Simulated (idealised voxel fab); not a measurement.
process module | voxel self aligned contacts
cross-section cut | 285 nm wide | cells 5 nm
A cross-section is a grid of square cells, given in bands from the top down. A band is one or more rows of cells.
Each band's line starts with the height of the band's top and of its bottom, in nm. Then come its materials from left to right, each with its width in nm. One material with "throughout" fills the band from edge to edge. "air" is empty space.
Height 0 is the level under which the wafer as received is all one material. The lowest band goes on downwards, as in "0 down".
A width such as "30 to 40" changes by the same amount from each row of cells to the next, from the band's top row to its bottom row.
"no change" after a step means that no cell of the cross-section changed.
closed voids: empty space of 8 cells or more with no open way to the top, each as width x height at its distance from the left edge, in nm
after a step's settings: what the simulator itself notes on the step
overlay nm, on a step with a mask: how far to the right of its planned place the mask lay; to the left if negative
plan
1 op RECEIVE | material Si
2 op CONFORMAL_DEP | material SiO2 | thk nm 5
3 op DIRECTIONAL_DEP | material polySi | thk nm 25
4 op DIRECTIONAL_DEP | material SiN | thk nm 15
5 op DIRECTIONAL_DEP | material aC | thk nm 15
6 op PATTERN | tone cover | mask id GATE | material resist | width nm 35 | pitch nm 60 | thk nm 30 | overlay nm 0
7 op DIRECTIONAL_ETCH | etch materials aC | depth nm 15
8 op STRIP | etch materials resist
9 op DIRECTIONAL_ETCH | etch materials SiN | depth nm 15
10 op DIRECTIONAL_ETCH | etch materials polySi | depth nm 25
11 op STRIP | etch materials aC
12 op CONFORMAL_DEP | material SiN | thk nm 5
13 op DIRECTIONAL_ETCH | etch materials SiN | depth nm 5
14 op FILL_DEP | material SiO2 | thk nm 15
15 op CMP | height nm 55
16 op DIRECTIONAL_DEP | material aC | thk nm 15
17 op PATTERN | tone open | mask id CONTACT | material resist | width nm 45 | pitch nm 60 | thk nm 35 | overlay nm 0
18 op DIRECTIONAL_ETCH | etch materials aC | depth nm 15
19 op STRIP | etch materials resist
20 op DIRECTIONAL_ETCH | etch materials SiO2 | depth nm 55
21 op STRIP | etch materials aC
22 op CONFORMAL_DEP | material TiN | thk nm 5
23 op FILL_DEP | material Ru | thk nm 5
24 op CMP | height nm 55
25 op CONFORMAL_DEP | material SiCN | thk nm 5
first wafer, as planned
as received, after step 1
  0 down: Si throughout
  closed voids: none
after step 2
  5 to 0: SiO2 throughout
  below 0: unchanged
after step 3
  30 to 5: polySi throughout
  below 5: unchanged
after step 4
  45 to 30: SiN throughout
  below 30: unchanged
after step 5
  60 to 45: aC throughout
  below 45: unchanged
after step 6
  90 to 60: air 65 | resist 35 | air 25 | resist 35 | air 25 | resist 35 | air 65
  below 60: unchanged
after step 7
  75 to 60: air 65 | resist 35 | air 25 | resist 35 | air 25 | resist 35 | air 65
  60 to 45: air 65 | aC 35 | air 25 | aC 35 | air 25 | aC 35 | air 65
  below 45: unchanged
after step 8
  60 to 45: air 65 | aC 35 | air 25 | aC 35 | air 25 | aC 35 | air 65
  below 45: unchanged
after step 9
  60 to 45: air 65 | aC 35 | air 25 | aC 35 | air 25 | aC 35 | air 65
  45 to 30: air 65 | SiN 35 | air 25 | SiN 35 | air 25 | SiN 35 | air 65
  below 30: unchanged
after step 10
  60 to 45: air 65 | aC 35 | air 25 | aC 35 | air 25 | aC 35 | air 65
  45 to 30: air 65 | SiN 35 | air 25 | SiN 35 | air 25 | SiN 35 | air 65
  30 to 5: air 65 | polySi 35 | air 25 | polySi 35 | air 25 | polySi 35 | air 65
  below 5: unchanged
after step 11
  45 to 30: air 65 | SiN 35 | air 25 | SiN 35 | air 25 | SiN 35 | air 65
  below 30: unchanged
after step 12
  50 to 30: air 60 | SiN 45 | air 15 | SiN 45 | air 15 | SiN 45 | air 60
  30 to 10: air 60 | SiN 5 | polySi 35 | SiN 5 | air 15 | SiN 5 | polySi 35 | SiN 5 | air 15 | SiN 5 | polySi 35 | SiN 5 | air 60
  10 to 5: SiN 65 | polySi 35 | SiN 25 | polySi 35 | SiN 25 | polySi 35 | SiN 65
  below 5: unchanged
after step 13
  45 to 30: air 60 | SiN 45 | air 15 | SiN 45 | air 15 | SiN 45 | air 60
  30 to 5: air 60 | SiN 5 | polySi 35 | SiN 5 | air 15 | SiN 5 | polySi 35 | SiN 5 | air 15 | SiN 5 | polySi 35 | SiN 5 | air 60
  below 5: unchanged
after step 14
  60 to 45: SiO2 throughout
  45 to 30: SiO2 60 | SiN 45 | SiO2 15 | SiN 45 | SiO2 15 | SiN 45 | SiO2 60
  30 to 5: SiO2 60 | SiN 5 | polySi 35 | SiN 5 | SiO2 15 | SiN 5 | polySi 35 | SiN 5 | SiO2 15 | SiN 5 | polySi 35 | SiN 5 | SiO2 60
  below 5: unchanged
after step 15
  55 to 45: SiO2 throughout
  below 45: unchanged
after step 16
  70 to 55: aC throughout
  below 55: unchanged
after step 17
  105 to 70: resist 90 | air 45 | resist 15 | air 45 | resist 90
  below 70: unchanged
after step 18
  90 to 70: resist 90 | air 45 | resist 15 | air 45 | resist 90
  70 to 55: aC 90 | air 45 | aC 15 | air 45 | aC 90
  below 55: unchanged
after step 19
  70 to 55: aC 90 | air 45 | aC 15 | air 45 | aC 90
  below 55: unchanged
after step 20
  70 to 55: aC 90 | air 45 | aC 15 | air 45 | aC 90
  55 to 45: SiO2 90 | air 45 | SiO2 15 | air 45 | SiO2 90
  45 to 30: SiO2 60 | SiN 45 | air 15 | SiN 45 | air 15 | SiN 45 | SiO2 60
  30 to 5: SiO2 60 | SiN 5 | polySi 35 | SiN 5 | air 15 | SiN 5 | polySi 35 | SiN 5 | air 15 | SiN 5 | polySi 35 | SiN 5 | SiO2 60
  5 to 0: SiO2 105 | air 15 | SiO2 45 | air 15 | SiO2 105
  below 0: unchanged
after step 21
  55 to 45: SiO2 90 | air 45 | SiO2 15 | air 45 | SiO2 90
  below 45: unchanged
after step 22
  60 to 55: TiN 95 | air 35 | TiN 25 | air 35 | TiN 95
  55 to 45: SiO2 90 | TiN 5 to 20 | air 35 to 5 | TiN 5 to 20 | SiO2 15 | TiN 5 to 20 | air 35 to 5 | TiN 5 to 20 | SiO2 90
  45 to 30: SiO2 60 | SiN 45 | TiN 5 | air 5 | TiN 5 | SiN 45 | TiN 5 | air 5 | TiN 5 | SiN 45 | SiO2 60
  30 to 5: SiO2 60 | SiN 5 | polySi 35 | SiN 5 | TiN 5 | air 5 | TiN 5 | SiN 5 | polySi 35 | SiN 5 | TiN 5 | air 5 | TiN 5 | SiN 5 | polySi 35 | SiN 5 | SiO2 60
  5 to 0: SiO2 105 | TiN 15 | SiO2 45 | TiN 15 | SiO2 105
  below 0: unchanged
after step 23
  65 to 60: Ru throughout
  60 to 55: TiN 95 | Ru 35 | TiN 25 | Ru 35 | TiN 95
  55 to 45: SiO2 90 | TiN 5 to 20 | Ru 35 to 5 | TiN 5 to 20 | SiO2 15 | TiN 5 to 20 | Ru 35 to 5 | TiN 5 to 20 | SiO2 90
  45 to 30: SiO2 60 | SiN 45 | TiN 5 | Ru 5 | TiN 5 | SiN 45 | TiN 5 | Ru 5 | TiN 5 | SiN 45 | SiO2 60
  30 to 5: SiO2 60 | SiN 5 | polySi 35 | SiN 5 | TiN 5 | Ru 5 | TiN 5 | SiN 5 | polySi 35 | SiN 5 | TiN 5 | Ru 5 | TiN 5 | SiN 5 | polySi 35 | SiN 5 | SiO2 60
  below 5: unchanged
after step 24
  55 to 45: SiO2 90 | TiN 5 to 20 | Ru 35 to 5 | TiN 5 to 20 | SiO2 15 | TiN 5 to 20 | Ru 35 to 5 | TiN 5 to 20 | SiO2 90
  below 45: unchanged
after step 25
  60 to 55: SiCN throughout
  below 55: unchanged
second wafer: like start, like plan, one mistake. Through step 2 it matches the first wafer
when step 3 should have ended
  35 to 5: polySi throughout
  below 5: unchanged
when step 4 should have ended
  50 to 35: SiN throughout
  below 35: unchanged
when step 5 should have ended
  65 to 50: aC throughout
  below 50: unchanged
when step 6 should have ended
  95 to 65: air 65 | resist 35 | air 25 | resist 35 | air 25 | resist 35 | air 65
  below 65: unchanged
when step 7 should have ended
  80 to 65: air 65 | resist 35 | air 25 | resist 35 | air 25 | resist 35 | air 65
  65 to 50: air 65 | aC 35 | air 25 | aC 35 | air 25 | aC 35 | air 65
  below 50: unchanged
when step 8 should have ended
  65 to 50: air 65 | aC 35 | air 25 | aC 35 | air 25 | aC 35 | air 65
  below 50: unchanged
when step 9 should have ended
  65 to 50: air 65 | aC 35 | air 25 | aC 35 | air 25 | aC 35 | air 65
  50 to 35: air 65 | SiN 35 | air 25 | SiN 35 | air 25 | SiN 35 | air 65
  below 35: unchanged
when step 10 should have ended
  65 to 50: air 65 | aC 35 | air 25 | aC 35 | air 25 | aC 35 | air 65
  50 to 35: air 65 | SiN 35 | air 25 | SiN 35 | air 25 | SiN 35 | air 65
  35 to 10: air 65 | polySi 35 | air 25 | polySi 35 | air 25 | polySi 35 | air 65
  below 10: unchanged
when step 11 should have ended
  50 to 35: air 65 | SiN 35 | air 25 | SiN 35 | air 25 | SiN 35 | air 65
  below 35: unchanged
when step 12 should have ended
  55 to 35: air 60 | SiN 45 | air 15 | SiN 45 | air 15 | SiN 45 | air 60
  35 to 15: air 60 | SiN 5 | polySi 35 | SiN 5 | air 15 | SiN 5 | polySi 35 | SiN 5 | air 15 | SiN 5 | polySi 35 | SiN 5 | air 60
  15 to 10: SiN 65 | polySi 35 | SiN 25 | polySi 35 | SiN 25 | polySi 35 | SiN 65
  below 10: unchanged
when step 13 should have ended
  50 to 35: air 60 | SiN 45 | air 15 | SiN 45 | air 15 | SiN 45 | air 60
  35 to 10: air 60 | SiN 5 | polySi 35 | SiN 5 | air 15 | SiN 5 | polySi 35 | SiN 5 | air 15 | SiN 5 | polySi 35 | SiN 5 | air 60
  below 10: unchanged
when step 14 should have ended
  65 to 50: SiO2 throughout
  50 to 35: SiO2 60 | SiN 45 | SiO2 15 | SiN 45 | SiO2 15 | SiN 45 | SiO2 60
  35 to 10: SiO2 60 | SiN 5 | polySi 35 | SiN 5 | SiO2 15 | SiN 5 | polySi 35 | SiN 5 | SiO2 15 | SiN 5 | polySi 35 | SiN 5 | SiO2 60
  below 10: unchanged
when step 15 should have ended
  55 to 50: SiO2 throughout
  below 50: unchanged
when step 16 should have ended
  70 to 55: aC throughout
  below 55: unchanged
when step 17 should have ended
  105 to 70: resist 90 | air 45 | resist 15 | air 45 | resist 90
  below 70: unchanged
when step 18 should have ended
  90 to 70: resist 90 | air 45 | resist 15 | air 45 | resist 90
  70 to 55: aC 90 | air 45 | aC 15 | air 45 | aC 90
  below 55: unchanged
when step 19 should have ended
  70 to 55: aC 90 | air 45 | aC 15 | air 45 | aC 90
  below 55: unchanged
when step 20 should have ended
  70 to 55: aC 90 | air 45 | aC 15 | air 45 | aC 90
  55 to 50: SiO2 90 | air 45 | SiO2 15 | air 45 | SiO2 90
  50 to 35: SiO2 60 | SiN 45 | air 15 | SiN 45 | air 15 | SiN 45 | SiO2 60
  35 to 10: SiO2 60 | SiN 5 | polySi 35 | SiN 5 | air 15 | SiN 5 | polySi 35 | SiN 5 | air 15 | SiN 5 | polySi 35 | SiN 5 | SiO2 60
  below 10: unchanged
when step 21 should have ended
  55 to 50: SiO2 90 | air 45 | SiO2 15 | air 45 | SiO2 90
  below 50: unchanged
when step 22 should have ended
  60 to 55: TiN 95 | air 35 | TiN 25 | air 35 | TiN 95
  55 to 50: SiO2 90 | TiN 20 | air 5 | TiN 20 | SiO2 15 | TiN 20 | air 5 | TiN 20 | SiO2 90
  50 to 35: SiO2 60 | SiN 45 | TiN 5 | air 5 | TiN 5 | SiN 45 | TiN 5 | air 5 | TiN 5 | SiN 45 | SiO2 60
  35 to 15: SiO2 60 | SiN 5 | polySi 35 | SiN 5 | TiN 5 | air 5 | TiN 5 | SiN 5 | polySi 35 | SiN 5 | TiN 5 | air 5 | TiN 5 | SiN 5 | polySi 35 | SiN 5 | SiO2 60
  15 to 10: SiO2 60 | SiN 5 | polySi 35 | SiN 5 | TiN 15 | SiN 5 | polySi 35 | SiN 5 | TiN 15 | SiN 5 | polySi 35 | SiN 5 | SiO2 60
  below 10: unchanged
when step 23 should have ended
  65 to 60: Ru throughout
  60 to 55: TiN 95 | Ru 35 | TiN 25 | Ru 35 | TiN 95
  55 to 50: SiO2 90 | TiN 20 | Ru 5 | TiN 20 | SiO2 15 | TiN 20 | Ru 5 | TiN 20 | SiO2 90
  50 to 35: SiO2 60 | SiN 45 | TiN 5 | Ru 5 | TiN 5 | SiN 45 | TiN 5 | Ru 5 | TiN 5 | SiN 45 | SiO2 60
  35 to 15: SiO2 60 | SiN 5 | polySi 35 | SiN 5 | TiN 5 | Ru 5 | TiN 5 | SiN 5 | polySi 35 | SiN 5 | TiN 5 | Ru 5 | TiN 5 | SiN 5 | polySi 35 | SiN 5 | SiO2 60
  below 15: unchanged
when step 24 should have ended
  55 to 50: SiO2 90 | TiN 20 | Ru 5 | TiN 20 | SiO2 15 | TiN 20 | Ru 5 | TiN 20 | SiO2 90
  below 50: unchanged
when step 25 should have ended
  60 to 55: SiCN throughout
  below 55: unchanged
what went wrong: step 3 ran as: op DIRECTIONAL_DEP | material polySi | thk nm 30
at the end the second wafer has, in cells: 16 fewer of Ru | 33 fewer of SiO2 | 8 fewer of TiN | 57 more of polySi
